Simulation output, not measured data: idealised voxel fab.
Title: Process Module voxel trench capacitor
Section cut is 280 nm wide and gridded with 5 nm square cells.
Cross-section = grid of square cells, listed top down in bands; band = one or more rows. Top height, bottom height, nm. Materials left to right, width each, nm. Single material + "everywhere" = fills band edge to edge. "empty" = empty. The reference from which all heights are counted is 0, the level beneath which the as-received wafer is entirely one material; the lowest band, having no lower bound, proceeds downward and is written after the example "0 -> down". It should be noted that a width expressed as "30->40" varies in equal increments from row to row of cells within the band, taking the value of the first number at the top row and that of the second number at the bottom row. "no alteration", as given for a step, is the statement that not any cell of the cross-section underwent a change during that step. Empty spaces counting at least 8 cells and having no open way to the top are listed in "Fully closed voids". The notation width x height at distance is used for each, the distance being from the left edge and all three values in nm. The remark found on a step's line after its settings is issued by the simulator itself and pertains to that step. Among the settings permitted on a step's line is "overlay nm"; applied to a step with a mask, it specifies the extent to which the mask lay to the right of its planned position, whereas a negative figure signifies a position to the left.
[The planned process steps are enumerated hereunder]
1) RECEIVE,material Si
2) CONFORMAL_DEP,material SiN,thk nm 10
3) MASKED_ETCH,tone open,mask id TRENCH,width nm 20,pitch nm 40,etch materials SiN,depth nm 10,overlay nm 0
4) MASKED_ETCH,tone open,mask id TRENCH,width nm 15,pitch nm 40,etch materials Si,depth nm 40,overlay nm 0
5) CONFORMAL_DEP,material SiO2,thk nm 5
6) FILL_DEP,material polySi,thk nm 10
7) CMP,height nm 10
Same starting wafers, different width nm at step 4. Plan value belongs to the first wafer.
[Step 1 complete: as-received cross-section of the first of several wafers]
    0 -> down = Si everywhere
    Fully closed voids: none
[Quick look at the cross-section of the first of several wafers after step 7, which wraps up the module]
    10 -> 0 = SiN: 90; SiO2: 5->10; polySi: 10->5; SiO2: 5; SiN: 20; SiO2: 5->10; polySi: 10->5; SiO2: 5; SiN: 20; SiO2: 5->10; polySi: 10->5; SiO2: 5; SiN: 90
    0 -> -35 = Si: 95; SiO2: 5; polySi: 5; SiO2: 5; Si: 25; SiO2: 5; polySi: 5; SiO2: 5; Si: 25; SiO2: 5; polySi: 5; SiO2: 5; Si: 90
    -35 -> -40 = Si: 95; SiO2: 15; Si: 25; SiO2: 15; Si: 25; SiO2: 15; Si: 90
    -40 -> down = Si everywhere
    Fully closed voids: none
[A cross-section through the last wafer at the close of the module]
    10 -> 0 = SiN: 90; SiO2: 5; polySi: 10; SiO2: 5; SiN: 20; SiO2: 5; polySi: 10; SiO2: 5; SiN: 20; SiO2: 5; polySi: 10; SiO2: 5; SiN: 90
    0 -> -35 = Si: 90; SiO2: 5; polySi: 10; SiO2: 5; Si: 20; SiO2: 5; polySi: 10; SiO2: 5; Si: 20; SiO2: 5; polySi: 10; SiO2: 5; Si: 90
    -35 -> -40 = Si: 90; SiO2: 20; Si: 20; SiO2: 20; Si: 20; SiO2: 20; Si: 90
    -40 -> down = Si everywhere
    Fully closed voids: none
[Basically each wafer gets a line in the table, showing it at the end of the module: material by material, the cells it gained (+) or lost (-) since we got it, then its closed voids]
width nm 15; -72 Si; +88 SiN; +66 SiO2; +30 polySi; Fully closed voids: none
width nm 20; -96 Si; +88 SiN; +66 SiO2; +54 polySi; Fully closed voids: none
width nm 25; -96 Si; +88 SiN; +66 SiO2; +54 polySi; Fully closed voids: none
